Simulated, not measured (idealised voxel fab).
The following process module bears the name voxel released beams.
FYI the section here is cut, 280 nm wide, cells are 5 nm squares.
For the purposes of this document, a cross-section shall be understood as a grid of square cells, specified as bands listed in top-to-bottom order, each band consisting of one or more rows of cells. In this notation a band is specified by the heights of its top and bottom, in that order and in nm, after which its materials appear from left to right, each paired with its width in nm. The word "edge to edge" attached to a single material means that material fills the band from edge to edge; the word "air" stands for empty space. For the purposes of this specification, 0 denotes the height below which the wafer in its as-received condition is composed wholly of one material, and the lowermost band, lacking a lower limit, extends downward without end, as expressed in "0..down". Per-row width for "30..40": begins at first number (top row of band), ends at second number (bottom row), increment between rows held constant. "all unchanged" -> step changed no cross-section cell. Entry "Enclosed empty spaces" = empty spaces >= 8 cells with no open way to the top; each as width x height at distance, distance from left edge, all nm. Post-settings text on a step line: simulator's own remark regarding the step. overlay nm: for a step with a mask, the amount by which the mask lay right of where it was planned; a negative amount means left of it.

The planned process steps are enumerated hereunder:
step 1: RECEIVE | material Si
step 2: CONFORMAL_DEP | material SiN | thk nm 10
step 3: DIRECTIONAL_DEP | material SiO2 | thk nm 15
step 4: MASKED_ETCH | tone open | mask id ANCHOR | width nm 40 | etch materials SiO2 | depth nm 15 | overlay nm 0
step 5: CONFORMAL_DEP | material W | thk nm 15
step 6: DIRECTIONAL_DEP | material aC | thk nm 10
step 7: PATTERN | tone cover | mask id BEAM | material resist | width nm 120 | thk nm 25 | overlay nm 0
step 8: DIRECTIONAL_ETCH | etch materials aC | depth nm 10
step 9: STRIP | etch materials resist
step 10: DIRECTIONAL_ETCH | etch materials W | depth nm 15
step 11: STRIP | etch materials aC
step 12: STRIP | etch materials SiO2

First wafer, two in total, run as planned:

Cross-section: wafer on arrival = after step 1:
  0..down: Si edge to edge
  Enclosed empty spaces: none

After step 2: wafer cross-section:
  10..0: SiN edge to edge
  Below 0, no change.

After step 3: wafer cross-section:
  25..10: SiO2 edge to edge
  Below 10, no change.

After step 4: wafer cross-section:
  25..10: SiO2 80, air 40, SiO2 160
  Below 10, no change.

After step 5: wafer cross-section:
  40..25: W 95, air 10, W 175
  25..10: SiO2 80, W 40, SiO2 160
  Below 10, no change.

After step 6: wafer cross-section:
  50..40: aC 95, air 10, aC 175
  40..35: W 95, air 10, W 175
  35..25: W 95, aC 10, W 175
  Below 25, no change.

After step 7: wafer cross-section:
  75..50: air 75, resist 120, air 85
  50..40: aC 95, resist 10, aC 175
  40..35: W 95, resist 10, W 175
  Below 35, no change.

After step 8: wafer cross-section:
  65..50: air 75, resist 120, air 85
  50..40: air 75, aC 20, resist 10, aC 90, air 85
  Below 40, no change.

After step 9: wafer cross-section:
  50..40: air 75, aC 20, air 10, aC 90, air 85
  40..35: W 95, air 10, W 175
  Below 35, no change.

After step 10: wafer cross-section:
  50..40: air 75, aC 20, air 10, aC 90, air 85
  40..35: air 75, W 20, air 10, W 90, air 85
  35..25: air 75, W 20, aC 10, W 90, air 85
  Below 25, no change.

After step 11: wafer cross-section:
  40..25: air 75, W 20, air 10, W 90, air 85
  Below 25, no change.

After step 12: wafer cross-section:
  40..25: air 75, W 20, air 10, W 90, air 85
  25..10: air 80, W 40, air 160
  Below 10, no change.

Wafer two. Identical start, identical plan. One mistake in execution. Identical history through step 3:

X-section, second wafer, when step 4 was due to finish:
  25..10: SiO2 85, air 30, SiO2 165
  Below 10, no change.

X-section, second wafer, when step 5 was due to finish:
  40..25: W edge to edge
  25..10: SiO2 85, W 30, SiO2 165
  Below 10, no change.

X-section, second wafer, when step 6 was due to finish:
  50..40: aC edge to edge
  Below 40, no change.

X-section, second wafer, when step 7 was due to finish:
  75..50: air 75, resist 120, air 85
  Below 50, no change.

X-section, second wafer, when step 8 was due to finish:
  65..50: air 75, resist 120, air 85
  50..40: air 75, aC 120, air 85
  Below 40, no change.

X-section, second wafer, when step 9 was due to finish:
  50..40: air 75, aC 120, air 85
  Below 40, no change.

X-section, second wafer, when step 10 was due to finish:
  50..40: air 75, aC 120, air 85
  40..25: air 75, W 120, air 85
  Below 25, no change.

X-section, second wafer, when step 11 was due to finish:
  40..25: air 75, W 120, air 85
  Below 25, no change.

X-section, second wafer, when step 12 was due to finish:
  40..25: air 75, W 120, air 85
  25..10: air 85, W 30, air 165
  Below 10, no change.
Plan not followed: step 4 off recipe, ran as MASKED_ETCH | tone open | mask id ANCHOR | width nm 30 | etch materials SiO2 | depth nm 15 | overlay nm 0
Final wafers compared: equal cell tally per material, rearranged layout.
